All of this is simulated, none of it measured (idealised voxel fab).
Process module heading - voxel quadruple lines
In the cross-section labelled cut, the width is 300 nm and each square cell is 5 nm.
How to read a cross-section here: the picture is a grid of square cells, written as bands going from the top down, and any band can span one or more rows of cells. What a band's entry tells you: where the top is and where the bottom is, as heights in nm, and after that what lies inside, material by material from left to right, each with its width in nm. Empty space is written as the word "air", and a single material marked with the word "edge to edge" occupies the band from edge to edge. Convention: height 0 is the level below which the wafer, as received, is all one material. The lowest band does not terminate at the bottom but continues downward, represented as "0..down". Top row gets the first number, bottom row gets the second, and each row in between changes by the same step: that is how a band width like "30->40" works. "nothing got changed" after a step means that no cell of the cross-section changed. If an empty space has no open way to the top and is at least 8 cells in size, "Cavities, sealed" lists it, written width x height at distance, where distance is measured from the left edge and every value is in nm. Heads up: the bit after the settings on a step's line is the simulator's remark on that step. When a step includes a mask, the "overlay nm" setting on its line states how far to the right of its planned place that mask lay, and negative values state how far to the left.
## The following list gives the planned process steps
1) RECEIVE [material Si]
2) CONFORMAL_DEP [material Al2O3] [thk nm 5]
3) DIRECTIONAL_DEP [material W] [thk nm 10]
4) DIRECTIONAL_DEP [material polySi] [thk nm 15]
5) DIRECTIONAL_DEP [material aC] [thk nm 25]
6) PATTERN [tone cover] [mask id MANDREL] [material resist] [width nm 20] [pitch nm 80] [thk nm 30] [overlay nm 0]
7) DIRECTIONAL_ETCH [etch materials aC] [depth nm 25]
8) STRIP [etch materials resist]
9) CONFORMAL_DEP [material SiO2] [thk nm 10]
10) DIRECTIONAL_ETCH [etch materials SiO2] [depth nm 10]
11) STRIP [etch materials aC]
12) DIRECTIONAL_ETCH [etch materials polySi] [depth nm 15]
13) STRIP [etch materials SiO2]
14) CONFORMAL_DEP [material SiN] [thk nm 10]
15) DIRECTIONAL_ETCH [etch materials SiN] [depth nm 10]
16) STRIP [etch materials polySi]
17) DIRECTIONAL_ETCH [etch materials W] [depth nm 10]
18) STRIP [etch materials SiN]
Quick note for whoever runs this: the wafers start identical, but the width nm at step 6 isn't the same across them. The plan just shows what the first wafer had.
## The first of several wafers in cross-section, exactly as it reached us after step 1
    0..down: Si edge to edge
    Cavities, sealed: none
## End-of-module cross-section, first of several wafers, after last step 18
    15..5: 80 nm air  10 nm W  10 nm air  20 nm W  10 nm air  10 nm W  20 nm air  10 nm W  10 nm air  20 nm W  10 nm air  10 nm W  80 nm air
    5..0: Al2O3 edge to edge
    0..down: Si edge to edge
    Cavities, sealed: none
## The module's end: a cross-section of the last wafer
    15..5: 70 nm air  10 nm W  10 nm air  10 nm W  25 nm air  10 nm W  10 nm air  15 nm W  10 nm air  10 nm W  25 nm air  10 nm W  10 nm air  10 nm W  65 nm air
    5..0: Al2O3 edge to edge
    0..down: Si edge to edge
    Cavities, sealed: none
## End of module, by wafer: material-by-material cell gain (+) or loss (-) since receipt, then closed voids
width nm 20, +60 Al2O3, +32 W, Cavities, sealed: none
width nm 25, +60 Al2O3, +32 W, Cavities, sealed: none
width nm 30, +60 Al2O3, +32 W, Cavities, sealed: none
width nm 35, +60 Al2O3, +32 W, Cavities, sealed: none
width nm 40, +60 Al2O3, +32 W, Cavities, sealed: none
width nm 45, +60 Al2O3, +30 W, Cavities, sealed: none
